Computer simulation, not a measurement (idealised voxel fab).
The process module presented herein is designated voxel transistor to metal.
The width of the displayed cross-section, cut, is 165 nm; its cells are square, with a size of 5 nm.
The cross-sections in this document take the form of a grid made of square cells. They are written out as bands, in order from top to bottom. Each band consists of one or more rows of cells.
Band entry format. Leading values: height of top, height of bottom, nm. Remainder: materials in left-to-right order, each with its width in nm. Special words: "full width" on a single material, which then fills the band edge to edge; "blank", empty space.
We count height from 0. Below that, the starting wafer is all one material. The lowest band never ends at the bottom but goes on down; see "0 nm and below" for how that is written.
You'd read "30..40" like this: the band's top row of cells is as wide as the first number, its bottom row is as wide as the second, and going down, every row changes width by the same amount as the row before did.
Where the words "stayed the same" appear for a step, the cross-section shows no cell changed by that step; every cell remained as before.
"Sealed void listing" lists enclosed empty spaces (at least 8 cells, no open path upward to the top), each as width x height at distance from the left edge, in nm.
Step line, after settings: the simulator's comment on this step.
overlay nm: on a step with a mask, how far right of its planned place the mask lay; negative means left.

## Process steps (planned)
| 1 | RECEIVE (material Si) |
| 2 | CONFORMAL_DEP (material SiO2; thk nm 5) |
| 3 | CONFORMAL_DEP (material SiN; thk nm 15) |
| 4 | MASKED_ETCH (tone cover; mask id ACTIVE; width nm 115; etch materials SiN; depth nm 15; overlay nm 0) |
| 5 | MASKED_ETCH (tone cover; mask id ACTIVE; width nm 115; etch materials SiO2; depth nm 5; overlay nm 0) |
| 6 | MASKED_ETCH (tone cover; mask id ACTIVE; width nm 115; etch materials Si; depth nm 20; overlay nm 0) |
| 7 | FILL_DEP (material SiO2; thk nm 15) |
| 8 | CMP (height nm 20) |
| 9 | SELECTIVE_ETCH (etch materials SiO2; depth nm 5) |
| 10 | STRIP (etch materials SiN) |
| 11 | SELECTIVE_ETCH (etch materials SiO2; depth nm 5) |
| 12 | OXIDIZE (depth nm 5) |
| 13 | DIRECTIONAL_DEP (material polySi; thk nm 25) |
| 14 | DIRECTIONAL_DEP (material SiCN; thk nm 10) |
| 15 | MASKED_ETCH (tone cover; mask id GATE; width nm 15; etch materials SiCN; depth nm 20; overlay nm 0) |
| 16 | MASKED_ETCH (tone cover; mask id GATE; width nm 15; etch materials polySi; depth nm 35; overlay nm 0) |
| 17 | CONFORMAL_DEP (material SiO2; thk nm 5) |
| 18 | DIRECTIONAL_ETCH (etch materials SiO2; depth nm 5) |
| 19 | CONFORMAL_DEP (material SiN; thk nm 10) |
| 20 | DIRECTIONAL_ETCH (etch materials SiN; depth nm 10) |
| 21 | DIRECTIONAL_ETCH (etch materials SiO2; depth nm 5) |
| 22 | DIRECTIONAL_ETCH (etch materials Si; depth nm 5) |
| 23 | EPI (material nSi; thk nm 10) |
| 24 | FILL_DEP (material SiO2; thk nm 10) |
| 25 | CMP (height nm 35) |
| 26 | DIRECTIONAL_DEP (material SiO2; thk nm 15) |
| 27 | PATTERN (tone open; mask id CONTACT; material resist; width nm 20; pitch nm 75; thk nm 20; overlay nm 0) |
| 28 | DIRECTIONAL_ETCH (etch materials SiO2; depth nm 50) |
| 29 | STRIP (etch materials resist) |
| 30 | CONFORMAL_DEP (material TiN; thk nm 5) |
| 31 | FILL_DEP (material Ru; thk nm 10) |
| 32 | CMP (height nm 50) |
| 33 | CONFORMAL_DEP (material SiN; thk nm 5) |
| 34 | DIRECTIONAL_DEP (material lowk; thk nm 15) |
| 35 | PATTERN (tone open; mask id METAL_1; material resist; width nm 20; pitch nm 75; thk nm 15; overlay nm 0) |
| 36 | DIRECTIONAL_ETCH (etch materials lowk; depth nm 15) |
| 37 | DIRECTIONAL_ETCH (etch materials SiN; depth nm 5) |
| 38 | STRIP (etch materials resist) |
| 39 | CONFORMAL_DEP (material TiN; thk nm 5) |
| 40 | FILL_DEP (material Ru; thk nm 5) |
| 41 | CMP (height nm 70) |
| 42 | CONFORMAL_DEP (material SiCN; thk nm 5) |
| 43 | DIRECTIONAL_DEP (material lowk; thk nm 25) |
| 44 | MASKED_ETCH (tone open; mask id METAL_2_HOLES; width nm 15; pitch nm 75; etch materials lowk; depth nm 25; overlay nm 0) |
| 45 | DIRECTIONAL_DEP (material aC; thk nm 10) |
| 46 | PATTERN (tone open; mask id METAL_2; material resist; width nm 20; pitch nm 75; thk nm 25; overlay nm 0) |
| 47 | DIRECTIONAL_ETCH (etch materials aC; depth nm 10) |
| 48 | STRIP (etch materials resist) |
| 49 | DIRECTIONAL_ETCH (etch materials lowk; depth nm 15) |
| 50 | DIRECTIONAL_ETCH (etch materials SiCN; depth nm 5) |
| 51 | STRIP (etch materials aC) |
| 52 | CONFORMAL_DEP (material TiN; thk nm 5) |
| 53 | FILL_DEP (material Ru; thk nm 10) |
| 54 | CMP (height nm 100) |
| 55 | CONFORMAL_DEP (material SiCN; thk nm 5) |

## Cross-section: wafer on arrival = after step 1
	0 nm and below | Si full width
	Sealed void listing: none

## Result of the module, cross-sectioned: start per above, plan per above, one error in how it was run
	105 nm to 100 nm | SiCN full width
	100 nm to 90 nm | lowk: 35; TiN: 5; Ru: 10; TiN: 5; lowk: 55; TiN: 5; Ru: 10; TiN: 5; lowk: 35
	90 nm to 85 nm | lowk: 35; TiN: 5; Ru: 5; TiN: 10; lowk: 55; TiN: 5; Ru: 5; TiN: 10; lowk: 35
	85 nm to 75 nm | lowk: 35; TiN: 5; Ru: 5; TiN: 5; lowk: 60; TiN: 5; Ru: 5; TiN: 5; lowk: 40
	75 nm to 70 nm | SiCN: 35; TiN: 15; SiCN: 60; TiN: 15; SiCN: 40
	70 nm to 55 nm | lowk: 35; TiN: 5; Ru: 10; TiN: 5; lowk: 55; TiN: 5; Ru: 10; TiN: 5; lowk: 35
	55 nm to 50 nm | SiN: 35; TiN: 20; SiN: 55; TiN: 20; SiN: 35
	50 nm to 35 nm | SiO2: 35; TiN: 5; Ru: 10; TiN: 5; SiO2: 55; TiN: 5; Ru: 10; TiN: 5; SiO2: 35
	35 nm to 25 nm | SiO2: 35; TiN: 5; Ru: 10; TiN: 5; SiO2: 5; SiN: 10; SiO2: 5; SiCN: 15; SiO2: 5; SiN: 10; SiO2: 5; TiN: 5; Ru: 10; TiN: 5; SiO2: 35
	25 nm to 20 nm | SiO2: 35; TiN: 5; Ru: 10; TiN: 5; SiO2: 5; SiN: 10; SiO2: 5; polySi: 15; SiO2: 5; SiN: 10; SiO2: 5; TiN: 5; Ru: 10; TiN: 5; SiO2: 35
	20 nm to 15 nm | SiO2: 35; TiN: 20; SiO2: 5; SiN: 10; SiO2: 5; polySi: 15; SiO2: 5; SiN: 10; SiO2: 5; TiN: 20; SiO2: 35
	15 nm to 10 nm | SiO2: 60; SiN: 10; SiO2: 5; polySi: 15; SiO2: 5; SiN: 10; SiO2: 60
	10 nm to 5 nm | SiO2: 25; SiN: 10; SiO2: 25; SiN: 10; SiO2: 5; polySi: 15; SiO2: 5; SiN: 10; SiO2: 25; SiN: 10; SiO2: 25
	5 nm to 0 nm | SiO2: 25; SiN: 10; nSi: 10; SiO2: 5; nSi: 10; SiN: 10; SiO2: 5; polySi: 15; SiO2: 5; SiN: 10; nSi: 10; SiO2: 5; nSi: 10; SiN: 10; SiO2: 25
	0 nm to -5 nm | SiO2: 35; nSi: 25; SiO2: 45; nSi: 25; SiO2: 35
	-5 nm to -10 nm | SiO2: 25; Si: 10; nSi: 25; Si: 45; nSi: 25; Si: 10; SiO2: 25
	-10 nm to -20 nm | SiO2: 25; Si: 115; SiO2: 25
	-20 nm and below | Si full width
	Sealed void listing: none
Plan not followed: it should be noted that step 26 of the plan was executed twice
